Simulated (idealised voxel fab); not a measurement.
Proc. module: voxel air gaps
In the cross-section labelled cut, the width is 205 nm and each square cell is 5 nm.
Cross-section format: a grid of square cells, given as bands from top to bottom; each band is one or more rows of cells.
It is stipulated that each band's entry specify, in nanometres, the height of the top of the band and then that of its bottom, followed by the materials of the band in left-to-right sequence, each together with its width in nanometres. A single material marked by the word "throughout" is understood to fill the band from edge to edge; the word "air" is understood to denote empty space.
Convention: height 0 is the level below which the wafer, as received, is all one material. The lowest band does not terminate at the bottom but continues downward, represented as "0 nm and below".
Width spec "30..40" -> top row of cells at first value, bottom row at second value, equal per-row change in between.
Step marked "no change"? Then no cell in the cross-section changed in it.
Reported under the label "Internal closed voids" are the empty spaces having no open way to the top and comprising 8 cells or more; the notation for each is width x height at distance, in which the distance is measured from the left edge and all three values are in nm.
Past the settings on a step's line: simulator remark, on that step.
overlay nm: right-of-plan distance of the mask on a masked step; negative values mean left-of-plan.

**The planned process steps are enumerated hereunder**
1: RECEIVE [material Si]
2: CONFORMAL_DEP [material SiO2] [thk nm 10]
3: CONFORMAL_DEP [material SiN] [thk nm 5]
4: DIRECTIONAL_DEP [material SiO2] [thk nm 35]
5: PATTERN [tone open] [mask id LINES] [material resist] [width nm 25] [pitch nm 55] [thk nm 20] [overlay nm 0]
6: DIRECTIONAL_ETCH [etch materials SiO2] [depth nm 35]
7: STRIP [etch materials resist]
8: CONFORMAL_DEP [material TiN] [thk nm 5]
9: FILL_DEP [material Ru] [thk nm 5]
10: CMP [height nm 50]
11: EPI [material Ru] [thk nm 10]
12: SELECTIVE_ETCH [etch materials SiO2] [depth nm 45]
13: CONFORMAL_DEP [material SiCN] [thk nm 5]

**Incoming wafer in cross-section (state: after step 1)**
	0 nm and below  Si throughout
	Internal closed voids: none

**One mistake in running the module, otherwise start and plan as above: cross-section at the end**
	65 nm to 60 nm  30 of air, 165 of SiCN, 10 of air
	60 nm to 50 nm  30 of air, 5 of SiCN, 45 of Ru, 10 of SiCN, 45 of Ru, 10 of SiCN, 45 of Ru, 5 of SiCN, 10 of air
	50 nm to 45 nm  30 of air, 15 of SiCN, 5 of TiN, 15 of Ru, 5 of TiN, 30 of SiCN, 5 of TiN, 15 of Ru, 5 of TiN, 30 of SiCN, 5 of TiN, 15 of Ru, 5 of TiN, 15 of SiCN, 10 of air
	45 nm to 20 nm  40 of air, 5 of SiCN, 5 of TiN, 15 of Ru, 5 of TiN, 5 of SiCN, 20 of air, 5 of SiCN, 5 of TiN, 15 of Ru, 5 of TiN, 5 of SiCN, 20 of air, 5 of SiCN, 5 of TiN, 15 of Ru, 5 of TiN, 5 of SiCN, 20 of air
	20 nm to 15 nm  45 of SiCN, 25 of TiN, 30 of SiCN, 25 of TiN, 30 of SiCN, 25 of TiN, 25 of SiCN
	15 nm to 10 nm  SiN throughout
	10 nm to 0 nm  SiO2 throughout
	0 nm and below  Si throughout
	Internal closed voids: 20 x 25 at 75; 20 x 25 at 130
Short version of what went wrong: step 5 was processed under conditions differing from the plan, specifically as PATTERN [tone open] [mask id LINES] [material resist] [width nm 25] [pitch nm 55] [thk nm 20] [overlay nm 10]
